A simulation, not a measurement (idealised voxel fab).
This section sets out a process module, namely voxel gate over fins.
The cross-section on display is named cut; it measures 155 nm wide, and its cells are 5 nm squares.
Throughout this document, each cross-section is represented as a grid of square cells and is presented as a sequence of bands enumerated from the top downward, where a band comprises one or more rows of cells. Band: top height; bottom height; in nm. Then, left to right: material with width in nm, for each material. "full width": a single material spanning edge to edge. "air": empty space. The reference from which all heights are counted is 0, the level beneath which the as-received wafer is entirely one material; the lowest band, having no lower bound, proceeds downward and is written after the example "0 -> down". Top row gets the first number, bottom row gets the second, and each row in between changes by the same step: that is how a band width like "30->40" works. What does "no alteration" mean for a step? It means no cell of the cross-section changed in that step. "Trapped cavities" specifies each empty space that is not open to the top and that occupies no fewer than 8 cells, using the form width x height at distance, the distance measured from the left edge and all three quantities in nm. Text after the settings on a step's line: the simulator's own remark on that step. overlay nm: right-of-plan distance of the mask on a masked step; negative values mean left-of-plan.
-- The process steps that were planned are listed below
- 1: RECEIVE (material Si)
- 2: CONFORMAL_DEP (material SiN; thk nm 10)
- 3: MASKED_ETCH (tone cover; mask id FINS; width nm 15; pitch nm 55; etch materials SiN; depth nm 10; overlay nm 0)
- 4: MASKED_ETCH (tone cover; mask id FINS; width nm 15; pitch nm 55; etch materials Si; depth nm 30; overlay nm 0)
- 5: FILL_DEP (material SiO2; thk nm 10)
- 6: CMP (height nm 10)
- 7: DIRECTIONAL_DEP (material aC; thk nm 10)
- 8: PATTERN (tone open; mask id RAIL; material resist; width nm 15; thk nm 25; overlay nm 0)
- 9: DIRECTIONAL_ETCH (etch materials aC; depth nm 10)
- 10: STRIP (etch materials resist)
- 11: DIRECTIONAL_ETCH (etch materials SiO2; depth nm 35)
- 12: STRIP (etch materials aC)
- 13: CONFORMAL_DEP (material TiN; thk nm 5)
- 14: FILL_DEP (material W; thk nm 5)
- 15: CMP (height nm 10)
- 16: SELECTIVE_ETCH (etch materials W Ru TiN; depth nm 30)
- 17: FILL_DEP (material SiO2; thk nm 5)
- 18: CMP (height nm 10)
- 19: SELECTIVE_ETCH (etch materials SiO2; depth nm 25)
- 20: STRIP (etch materials SiN)
- 21: CONFORMAL_DEP (material HfO2; thk nm 5)
- 22: CONFORMAL_DEP (material TiN; thk nm 5)
- 23: FILL_DEP (material W; thk nm 15)
- 24: CMP (height nm 20)
- 25: CONFORMAL_DEP (material SiCN; thk nm 10)
-- as received, after step 1
0 -> down = Si full width
Trapped cavities: none
-- Module complete - cross-section of the first of two wafers, run according to plan
30 -> 20 = SiCN full width
20 -> 10 = W full width
10 -> 5 = W=30  TiN=35  W=20  TiN=35  W=35
5 -> 0 = W=30  TiN=5  HfO2=25  TiN=5  W=20  TiN=5  HfO2=25  TiN=5  W=35
0 -> -5 = W=30  TiN=5  HfO2=5  Si=15  HfO2=5  TiN=5  W=20  TiN=5  HfO2=5  Si=15  HfO2=5  TiN=5  W=35
-5 -> -10 = TiN=35  HfO2=5  Si=15  HfO2=5  TiN=30  HfO2=5  Si=15  HfO2=5  TiN=40
-10 -> -15 = HfO2=40  Si=15  HfO2=40  Si=15  HfO2=45
-15 -> -20 = SiO2=40  Si=15  SiO2=40  Si=15  SiO2=45
-20 -> -25 = SiO2=40  Si=15  SiO2=10  TiN=15  SiO2=15  Si=15  SiO2=45
-25 -> -30 = SiO2=40  Si=15  SiO2=40  Si=15  SiO2=45
-30 -> down = Si full width
Trapped cavities: none
-- Here is the second of the two wafers cut open at the end of the module - same start, same plan as the first one, but we made one mistake running it
30 -> 20 = SiCN full width
20 -> 10 = W full width
10 -> 5 = W=30  TiN=35  W=20  TiN=35  W=35
5 -> 0 = W=30  TiN=5  HfO2=25  TiN=5  W=20  TiN=5  HfO2=25  TiN=5  W=35
0 -> -5 = W=30  TiN=5  HfO2=5  Si=15  HfO2=5  TiN=5  W=20  TiN=5  HfO2=5  Si=15  HfO2=5  TiN=5  W=35
-5 -> -10 = TiN=35  HfO2=5  Si=15  HfO2=5  TiN=30  HfO2=5  Si=15  HfO2=5  TiN=40
-10 -> -15 = HfO2=40  Si=15  HfO2=40  Si=15  HfO2=45
-15 -> -20 = SiO2=40  Si=15  SiO2=40  Si=15  SiO2=45
-20 -> -25 = SiO2=40  Si=15  SiO2=10  TiN=15  SiO2=15  Si=15  SiO2=45
-25 -> -60 = SiO2=40  Si=15  SiO2=40  Si=15  SiO2=45
-60 -> down = Si full width
Trapped cavities: none
Heads up, the wafer didn't run the way we planned it: step 4 was run twice
End check, counted in cells, second wafer has more or fewer of these materials than the first: -150 Si, +150 SiO2
